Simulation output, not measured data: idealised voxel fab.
voxel wiring stack: a process module
Square cell edge 5 nm, section width 225 nm, ID cut.
In what follows, cross-sections appear as grids of square cells, described through bands that run from the top down, where every band is one or more rows of cells. In this notation a band is specified by the heights of its top and bottom, in that order and in nm, after which its materials appear from left to right, each paired with its width in nm. The word "throughout" attached to a single material means that material fills the band from edge to edge; the word "air" stands for empty space. Where do heights start? At 0: under that level the wafer as delivered is made of one material only. And the lowest band has no floor; it just carries on downward, as in "0 -> down". The two numbers in a width such as "30->40" mark its ends across the band: the first belongs to the top row of cells, the second to the bottom row, and from each row to the next the width moves by the same amount. Where a step carries "nothing changed", the cross-section came out of it unchanged, cell for cell. If an empty space has no open way to the top and is at least 8 cells in size, "Internal closed voids" lists it, written width x height at distance, where distance is measured from the left edge and every value is in nm. Whatever follows a step's settings on its line is a remark the simulator itself makes about that step. overlay nm: mask offset rightward from planned place, masked step; negative means leftward offset.
PROCESS STEPS FORESEEN IN THE PLAN
step 1: RECEIVE (material Si)
step 2: CONFORMAL_DEP (material SiO2; thk nm 10)
step 3: DIRECTIONAL_DEP (material TiN; thk nm 5)
step 4: DIRECTIONAL_DEP (material Ru; thk nm 20)
step 5: DIRECTIONAL_DEP (material aC; thk nm 10)
step 6: PATTERN (tone cover; mask id METAL_1; material resist; width nm 30; pitch nm 50; thk nm 30; overlay nm 0)
step 7: DIRECTIONAL_ETCH (etch materials aC; depth nm 10)
step 8: STRIP (etch materials resist)
step 9: DIRECTIONAL_ETCH (etch materials Ru; depth nm 20)
step 10: DIRECTIONAL_ETCH (etch materials TiN; depth nm 5)
step 11: STRIP (etch materials aC)
step 12: CONFORMAL_DEP (material SiCN; thk nm 5)
step 13: FILL_DEP (material lowk; thk nm 5)
step 14: CMP (height nm 35)
step 15: CONFORMAL_DEP (material SiCN; thk nm 5)
step 16: DIRECTIONAL_DEP (material lowk; thk nm 15)
step 17: MASKED_ETCH (tone open; mask id PLUG_1; width nm 15; pitch nm 50; etch materials lowk; depth nm 15; overlay nm 0)
step 18: MASKED_ETCH (tone open; mask id PLUG_1; width nm 15; pitch nm 50; etch materials SiCN; depth nm 5; overlay nm 0)
step 19: CONFORMAL_DEP (material TiN; thk nm 5)
step 20: FILL_DEP (material Cu; thk nm 10)
step 21: CMP (height nm 55)
step 22: DIRECTIONAL_DEP (material TiN; thk nm 5)
step 23: DIRECTIONAL_DEP (material W; thk nm 20)
step 24: PATTERN (tone cover; mask id METAL_2; material resist; width nm 30; pitch nm 50; thk nm 15; overlay nm 0)
step 25: DIRECTIONAL_ETCH (etch materials W; depth nm 20)
step 26: DIRECTIONAL_ETCH (etch materials TiN; depth nm 5)
step 27: STRIP (etch materials resist)
step 28: FILL_DEP (material lowk; thk nm 5)
step 29: CMP (height nm 80)
step 30: CONFORMAL_DEP (material SiCN; thk nm 5)
step 31: DIRECTIONAL_DEP (material SiO2; thk nm 10)
step 32: PATTERN (tone open; mask id PLUG_2; material resist; width nm 15; pitch nm 100; thk nm 20; overlay nm 0)
step 33: DIRECTIONAL_ETCH (etch materials SiO2; depth nm 10)
step 34: DIRECTIONAL_ETCH (etch materials SiCN; depth nm 5)
step 35: STRIP (etch materials resist)
step 36: EPI (material Ru; thk nm 10)
step 37: EPI (material Ru; thk nm 5)
step 38: DIRECTIONAL_DEP (material TiN; thk nm 5)
step 39: DIRECTIONAL_DEP (material Ru; thk nm 25)
step 40: PATTERN (tone cover; mask id METAL_3; material resist; width nm 30; pitch nm 50; thk nm 20; overlay nm 0)
step 41: DIRECTIONAL_ETCH (etch materials Ru; depth nm 25)
step 42: DIRECTIONAL_ETCH (etch materials TiN; depth nm 5)
step 43: STRIP (etch materials resist)
step 44: FILL_DEP (material lowk; thk nm 10)
step 45: CMP (height nm 125)
step 46: CONFORMAL_DEP (material SiN; thk nm 5)
AS-RECEIVED WAFER CROSS-SECTION (AFTER STEP 1)
> 0 -> down  Si throughout
> Internal closed voids: none
HERE'S THE CROSS-SECTION OF THE FIRST OF OUR TWO WAFERS AT THE END OF THE MODULE - IT RAN AS PLANNED
> 130 -> 125  SiN throughout
> 125 -> 100  lowk=20; Ru=30; lowk=20; Ru=30; lowk=20; Ru=30; lowk=20; Ru=30; lowk=25
> 100 -> 95  lowk=20; TiN=30; lowk=20; TiN=30; lowk=20; TiN=30; lowk=20; TiN=30; lowk=25
> 95 -> 85  SiO2=20; Ru=15; SiO2=85; Ru=15; SiO2=90
> 85 -> 80  SiCN=20; Ru=15; SiCN=85; Ru=15; SiCN=90
> 80 -> 60  lowk=20; W=30; lowk=20; W=30; lowk=20; W=30; lowk=20; W=30; lowk=25
> 60 -> 55  lowk=20; TiN=30; lowk=20; TiN=30; lowk=20; TiN=30; lowk=20; TiN=30; lowk=25
> 55 -> 40  lowk=20; TiN=5; Cu=5; TiN=5; lowk=35; TiN=5; Cu=5; TiN=5; lowk=35; TiN=5; Cu=5; TiN=5; lowk=35; TiN=5; Cu=5; TiN=5; lowk=40
> 40 -> 35  SiCN=20; TiN=15; SiCN=35; TiN=15; SiCN=35; TiN=15; SiCN=35; TiN=15; SiCN=40
> 35 -> 15  lowk=15; SiCN=5; Ru=30; SiCN=5; lowk=10; SiCN=5; Ru=30; SiCN=5; lowk=10; SiCN=5; Ru=30; SiCN=5; lowk=10; SiCN=5; Ru=30; SiCN=5; lowk=20
> 15 -> 10  SiCN=20; TiN=30; SiCN=20; TiN=30; SiCN=20; TiN=30; SiCN=20; TiN=30; SiCN=25
> 10 -> 0  SiO2 throughout
> 0 -> down  Si throughout
> Internal closed voids: none
WAFER TWO, SECTIONED AFTER THE MODULE: THE FIRST WAFER'S START, THE FIRST WAFER'S PLAN, AND ONE MISTAKE IN HOW IT WAS RUN
> 130 -> 125  SiN throughout
> 125 -> 100  lowk=20; Ru=30; lowk=20; Ru=30; lowk=20; Ru=30; lowk=20; Ru=30; lowk=25
> 100 -> 95  lowk=20; TiN=30; lowk=20; TiN=30; lowk=20; TiN=30; lowk=20; TiN=30; lowk=25
> 95 -> 85  SiO2=20; Ru=20; SiO2=80; Ru=20; SiO2=85
> 85 -> 80  SiCN=20; Ru=20; SiCN=80; Ru=20; SiCN=85
> 80 -> 60  lowk=20; W=30; lowk=20; W=30; lowk=20; W=30; lowk=20; W=30; lowk=25
> 60 -> 55  lowk=20; TiN=30; lowk=20; TiN=30; lowk=20; TiN=30; lowk=20; TiN=30; lowk=25
> 55 -> 40  lowk=20; TiN=5; Cu=5; TiN=5; lowk=35; TiN=5; Cu=5; TiN=5; lowk=35; TiN=5; Cu=5; TiN=5; lowk=35; TiN=5; Cu=5; TiN=5; lowk=40
> 40 -> 35  SiCN=20; TiN=15; SiCN=35; TiN=15; SiCN=35; TiN=15; SiCN=35; TiN=15; SiCN=40
> 35 -> 15  lowk=15; SiCN=5; Ru=30; SiCN=5; lowk=10; SiCN=5; Ru=30; SiCN=5; lowk=10; SiCN=5; Ru=30; SiCN=5; lowk=10; SiCN=5; Ru=30; SiCN=5; lowk=20
> 15 -> 10  SiCN=20; TiN=30; SiCN=20; TiN=30; SiCN=20; TiN=30; SiCN=20; TiN=30; SiCN=25
> 10 -> 0  SiO2 throughout
> 0 -> down  Si throughout
> Internal closed voids: none
The plan and the run diverged here: step 32 was not run as planned; what actually ran was PATTERN (tone open; mask id PLUG_2; material resist; width nm 20; pitch nm 100; thk nm 20; overlay nm 0)
Materials where the second wafer ends with more or fewer cells than the first: Ru: 6 more | SiCN: 2 fewer | SiO2: 4 fewer
